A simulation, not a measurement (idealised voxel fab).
Module name: voxel capacitor over wiring (process module)
Displayed cross-section: cut, width of 165 nm, square cells sized 5 nm.
In this document a cross-section is written as a grid of square cells. It is given as a series of bands, listed from the top down, and a band is one or more rows of cells.
Read a band's entry like this: the first values are the height of its top and the height of its bottom in nm, and what follows is the sequence of materials from left to right, each with its width in nm. Note that "air" is empty space, and that a single material marked "edge to edge" reaches across the band from edge to edge.
All heights in this document are referenced to 0, defined as the level beneath which the wafer, as received, consists entirely of one material. The lowest band is not bounded below; it extends indefinitely downward and is written in the form "top 0, no bottom".
You'd read "30 to 40" like this: the band's top row of cells is as wide as the first number, its bottom row is as wide as the second, and going down, every row changes width by the same amount as the row before did.
For the purposes of this document, the phrase "no modification" attached to a step denotes that no cell within the cross-section was modified by that step.
The entry titled "Listed closed voids" provides the empty spaces that have no open way to the top, restricted to those of 8 cells or more. Each is presented as width x height at distance, the distance being measured from the left edge, with all three in nm.
Past the settings on a step's line: simulator remark, on that step.
When a step includes a mask, the "overlay nm" setting on its line states how far to the right of its planned place that mask lay, and negative values state how far to the left.

BELOW IS THE LIST OF PLANNED PROCESS STEPS
1) RECEIVE (material Si)
2) CONFORMAL_DEP (material SiO2; thk nm 15)
3) DIRECTIONAL_DEP (material TiN; thk nm 5)
4) DIRECTIONAL_DEP (material W; thk nm 15)
5) PATTERN (tone cover; mask id METAL_1; material resist; width nm 30; pitch nm 90; thk nm 20; overlay nm 0)
6) DIRECTIONAL_ETCH (etch materials W; depth nm 15)
7) DIRECTIONAL_ETCH (etch materials TiN; depth nm 5)
8) STRIP (etch materials resist)
9) CONFORMAL_DEP (material SiN; thk nm 5)
10) FILL_DEP (material lowk; thk nm 5)
11) CMP (height nm 35)
12) CONFORMAL_DEP (material SiCN; thk nm 5)
13) DIRECTIONAL_DEP (material lowk; thk nm 10)
14) PATTERN (tone open; mask id PLUG_1; material resist; width nm 15; thk nm 15; overlay nm 0)
15) DIRECTIONAL_ETCH (etch materials lowk; depth nm 10)
16) DIRECTIONAL_ETCH (etch materials SiCN; depth nm 5)
17) STRIP (etch materials resist)
18) CONFORMAL_DEP (material TiN; thk nm 5)
19) FILL_DEP (material Cu; thk nm 5)
20) CMP (height nm 50)
21) DIRECTIONAL_DEP (material TiN; thk nm 10)
22) DIRECTIONAL_DEP (material SiN; thk nm 5)
23) DIRECTIONAL_DEP (material TiN; thk nm 5)
24) MASKED_ETCH (tone cover; mask id UPPER_PLATE; width nm 65; etch materials TiN; depth nm 5; overlay nm 0)
25) MASKED_ETCH (tone cover; mask id UPPER_PLATE; width nm 65; etch materials SiN; depth nm 5; overlay nm 0)
26) DIRECTIONAL_DEP (material aC; thk nm 10)
27) PATTERN (tone cover; mask id LOWER_PLATE; material resist; width nm 75; thk nm 30; overlay nm 0)
28) DIRECTIONAL_ETCH (etch materials aC; depth nm 10)
29) STRIP (etch materials resist)
30) DIRECTIONAL_ETCH (etch materials TiN; depth nm 10)
31) STRIP (etch materials aC)
32) FILL_DEP (material SiO2; thk nm 20)
33) CMP (height nm 85)
34) DIRECTIONAL_DEP (material aC; thk nm 10)
35) PATTERN (tone open; mask id PLUG_2; material resist; width nm 15; thk nm 25; overlay nm 0)
36) DIRECTIONAL_ETCH (etch materials aC; depth nm 10)
37) STRIP (etch materials resist)
38) DIRECTIONAL_ETCH (etch materials SiO2; depth nm 15)
39) STRIP (etch materials aC)
40) CONFORMAL_DEP (material TiN; thk nm 5)
41) FILL_DEP (material Cu; thk nm 10)
42) CMP (height nm 85)
43) CONFORMAL_DEP (material SiN; thk nm 5)

STEP 1 COMPLETE: CROSS-SECTION OF THE WAFER AS RECEIVED
- top 0, no bottom | Si edge to edge
- Listed closed voids: none

FIGURE: CROSS-SECTIONAL VIEW OF THE WAFER UPON COMPLETION OF THE MODULE, PROCESSED FROM THE INITIAL STATE AND ACCORDING TO THE PLAN DEPICTED ABOVE, WITH ONE ERROR INTRODUCED DURING EXECUTION
- top 90, bottom 85 | SiN edge to edge
- top 85, bottom 75 | 45 nm SiO2; 5 nm TiN; 5 nm Cu; 5 nm TiN; 105 nm SiO2
- top 75, bottom 65 | 45 to 35 nm SiO2; 15 to 65 nm TiN; 105 to 65 nm SiO2
- top 65, bottom 60 | 35 nm SiO2; 65 nm SiN; 65 nm SiO2
- top 60, bottom 50 | 30 nm SiO2; 75 nm TiN; 60 nm SiO2
- top 50, bottom 40 | 35 nm lowk; 5 nm TiN; 5 nm Cu; 5 nm TiN; 115 nm lowk
- top 40, bottom 35 | 35 nm SiCN; 15 nm TiN; 115 nm SiCN
- top 35, bottom 20 | 20 nm lowk; 5 nm SiN; 30 nm W; 5 nm SiN; 50 nm lowk; 5 nm SiN; 30 nm W; 5 nm SiN; 15 nm lowk
- top 20, bottom 15 | 25 nm SiN; 30 nm TiN; 60 nm SiN; 30 nm TiN; 20 nm SiN
- top 15, bottom 0 | SiO2 edge to edge
- top 0, no bottom | Si edge to edge
- Listed closed voids: none
Finding, execution versus plan: so step 5 ended up running with a different setting than we planned, it ran as PATTERN (tone cover; mask id METAL_1; material resist; width nm 30; pitch nm 90; thk nm 20; overlay nm 5)
